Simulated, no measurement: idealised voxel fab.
The process module that follows is named voxel capacitor over wiring.
We display cut, a cross-section 245 nm in width whose square cells are each 5 nm.
In what follows, cross-sections appear as grids of square cells, described through bands that run from the top down, where every band is one or more rows of cells.
This entry defines a band. It first specifies the height of the band's top and the height of its bottom in nm, and then specifies the band's materials from left to right, stating each material with its width in nm. The word "edge to edge" identifies a single material that fills the band from edge to edge, while the word "air" identifies empty space.
Where do heights start? At 0: under that level the wafer as delivered is made of one material only. And the lowest band has no floor; it just carries on downward, as in "0 and below".
Width spec "30..40" -> top row of cells at first value, bottom row at second value, equal per-row change in between.
"stayed the same" for a step: no cell of the cross-section changed in that step.
If an empty space has no open way to the top and is at least 8 cells in size, "Enclosed void catalog" lists it, written width x height at distance, where distance is measured from the left edge and every value is in nm.
Heads up: the bit after the settings on a step's line is the simulator's remark on that step.
On any step carrying a mask, the "overlay nm" setting, if present on the step's line, tells how far right of its planned place the mask lay; negative values point to the left.

The following list gives the planned process steps
1 RECEIVE with material Si
2 CONFORMAL_DEP with material SiO2, thk nm 15
3 CONFORMAL_DEP with material SiCN, thk nm 5
4 DIRECTIONAL_DEP with material SiO2, thk nm 25
5 DIRECTIONAL_DEP with material aC, thk nm 15
6 PATTERN with tone open, mask id METAL_1, material resist, width nm 25, pitch nm 80, thk nm 30, overlay nm 0
7 DIRECTIONAL_ETCH with etch materials aC, depth nm 15
8 STRIP with etch materials resist
9 DIRECTIONAL_ETCH with etch materials SiO2, depth nm 25
10 DIRECTIONAL_ETCH with etch materials SiCN, depth nm 5
11 STRIP with etch materials aC
12 CONFORMAL_DEP with material TiN, thk nm 5
13 FILL_DEP with material Cu, thk nm 5
14 CMP with height nm 45
15 CONFORMAL_DEP with material SiCN, thk nm 5
16 DIRECTIONAL_DEP with material SiO2, thk nm 10
17 DIRECTIONAL_DEP with material aC, thk nm 10
18 PATTERN with tone open, mask id PLUG_1, material resist, width nm 15, thk nm 25, overlay nm 0
19 DIRECTIONAL_ETCH with etch materials aC, depth nm 10
20 STRIP with etch materials resist
21 DIRECTIONAL_ETCH with etch materials SiO2, depth nm 10
22 DIRECTIONAL_ETCH with etch materials SiCN, depth nm 5
23 STRIP with etch materials aC
24 CONFORMAL_DEP with material TiN, thk nm 5
25 FILL_DEP with material Ru, thk nm 5
26 CMP with height nm 60
27 DIRECTIONAL_DEP with material TiN, thk nm 10
28 DIRECTIONAL_DEP with material HfO2, thk nm 5
29 DIRECTIONAL_DEP with material TiN, thk nm 5
30 DIRECTIONAL_DEP with material aC, thk nm 15
31 PATTERN with tone cover, mask id UPPER_PLATE, material resist, width nm 60, thk nm 30, overlay nm 0
32 DIRECTIONAL_ETCH with etch materials aC, depth nm 15
33 STRIP with etch materials resist
34 DIRECTIONAL_ETCH with etch materials TiN, depth nm 5
35 DIRECTIONAL_ETCH with etch materials HfO2, depth nm 5
36 STRIP with etch materials aC
37 PATTERN with tone cover, mask id LOWER_PLATE, material resist, width nm 70, thk nm 20, overlay nm 0
38 DIRECTIONAL_ETCH with etch materials TiN, depth nm 10
39 STRIP with etch materials resist
40 FILL_DEP with material SiO2, thk nm 20
41 CMP with height nm 95
42 PATTERN with tone open, mask id PLUG_2, material resist, width nm 15, thk nm 20, overlay nm 0
43 DIRECTIONAL_ETCH with etch materials SiO2, depth nm 15
44 STRIP with etch materials resist
45 CONFORMAL_DEP with material TiN, thk nm 5
46 FILL_DEP with material Ru, thk nm 5
47 CMP with height nm 95
48 CONFORMAL_DEP with material SiCN, thk nm 5

Cross-section, incoming material, after step 1
- 0 and below | Si edge to edge
- Enclosed void catalog: none

Cross-section, end of module. Start: as above. Plan: as above. Execution: one mistake
- 100 down to 95 | SiCN edge to edge
- 95 down to 85 | SiO2 90 nm / TiN 5 nm / Ru 5 nm / TiN 5 nm / SiO2 140 nm
- 85 down to 75 | SiO2 90..80 nm / TiN 15..60 nm / SiO2 140..105 nm
- 75 down to 70 | SiO2 80 nm / HfO2 60 nm / SiO2 105 nm
- 70 down to 60 | SiO2 75 nm / TiN 70 nm / SiO2 100 nm
- 60 down to 50 | SiO2 80 nm / TiN 5 nm / Ru 5 nm / TiN 5 nm / SiO2 150 nm
- 50 down to 45 | SiCN 80 nm / TiN 15 nm / SiCN 150 nm
- 45 down to 40 | TiN 75 nm / Cu 15 nm / TiN 65 nm / Cu 15 nm / TiN 75 nm
- 40 down to 20 | SiO2 70 nm / TiN 5 nm / Cu 15 nm / TiN 5 nm / SiO2 55 nm / TiN 5 nm / Cu 15 nm / TiN 5 nm / SiO2 70 nm
- 20 down to 15 | SiO2 70 nm / TiN 25 nm / SiO2 55 nm / TiN 25 nm / SiO2 70 nm
- 15 down to 0 | SiO2 edge to edge
- 0 and below | Si edge to edge
- Enclosed void catalog: none
Deviation from plan: step 3 of the plan was excluded from execution and never run
